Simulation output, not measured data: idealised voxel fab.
The process module presented herein is designated voxel released beams.
Cross-sectional view cut (width: 235 nm; square cell size: 5 nm).
Cross-section format: a grid of square cells, given as bands from top to bottom; each band is one or more rows of cells.
For a band, the entry starts with two heights in nm, that of the top and then that of the bottom, and carries on with the band's materials in order from left to right, each alongside its width in nm; the word "all across" beside a single material means it fills the band edge to edge, and "blank" means empty space.
Heads up on the height convention: 0 is the point under which the incoming wafer is all one material, and the lowest band has no bottom, it just keeps going down, like "from 0 down".
When a width is written as two numbers, as in "30 to 40", the first number is the width in the top row of cells of the band and the second is the width in its bottom row, and the width changes by the same amount from each row to the next.
"no change" (step): cross-section cells unchanged, all of them.
The label "Closed internal voids" introduces a list of the empty spaces, 8 cells or larger, that have no open way up to the top; each entry in it reads width x height at distance, where the distance is taken from the left edge and all three are stated in nm.
Heads up: the bit after the settings on a step's line is the simulator's remark on that step.
Among the settings permitted on a step's line is "overlay nm"; applied to a step with a mask, it specifies the extent to which the mask lay to the right of its planned position, whereas a negative figure signifies a position to the left.

### Process steps (planned)
1) RECEIVE | material Si
2) CONFORMAL_DEP | material Al2O3 | thk nm 5
3) DIRECTIONAL_DEP | material SiO2 | thk nm 20
4) MASKED_ETCH | tone open | mask id ANCHOR | width nm 25 | etch materials SiO2 | depth nm 20 | overlay nm 0
5) CONFORMAL_DEP | material W | thk nm 10
6) DIRECTIONAL_DEP | material aC | thk nm 10
7) PATTERN | tone cover | mask id BEAM | material resist | width nm 80 | thk nm 25 | overlay nm 0
8) DIRECTIONAL_ETCH | etch materials aC | depth nm 10
9) STRIP | etch materials resist
10) DIRECTIONAL_ETCH | etch materials W | depth nm 10
11) STRIP | etch materials aC
12) STRIP | etch materials SiO2

### As-received state of the wafer in cross-section, equivalent to post-step 1
- from 0 down  Si all across
- Closed internal voids: none

### Cross-sectional image of the first of two wafers at the end of the module, the run having proceeded as planned
- from 35 to 25  75 blank, 15 W, 5 blank, 60 W, 80 blank
- from 25 to 15  80 blank, 10 W, 5 blank, 10 W, 130 blank
- from 15 to 5  80 blank, 25 W, 130 blank
- from 5 to 0  Al2O3 all across
- from 0 down  Si all across
- Closed internal voids: none

### Wafer two cross-section, module end. Start and plan unchanged from wafer one; one mistake made during the run
- from 40 to 30  75 blank, 80 W, 80 blank
- from 30 to 25  W all across
- from 25 to 5  80 SiO2, 25 W, 130 SiO2
- from 5 to 0  Al2O3 all across
- from 0 down  Si all across
- Closed internal voids: none
What broke from the plan during processing? step 5 was run on a setting that differed from the plan, and what really ran there is CONFORMAL_DEP | material W | thk nm 15
Per the end-of-run cell counts, the second wafer holds more or fewer of some materials than the first: SiO2: 168 more, W: 51 more
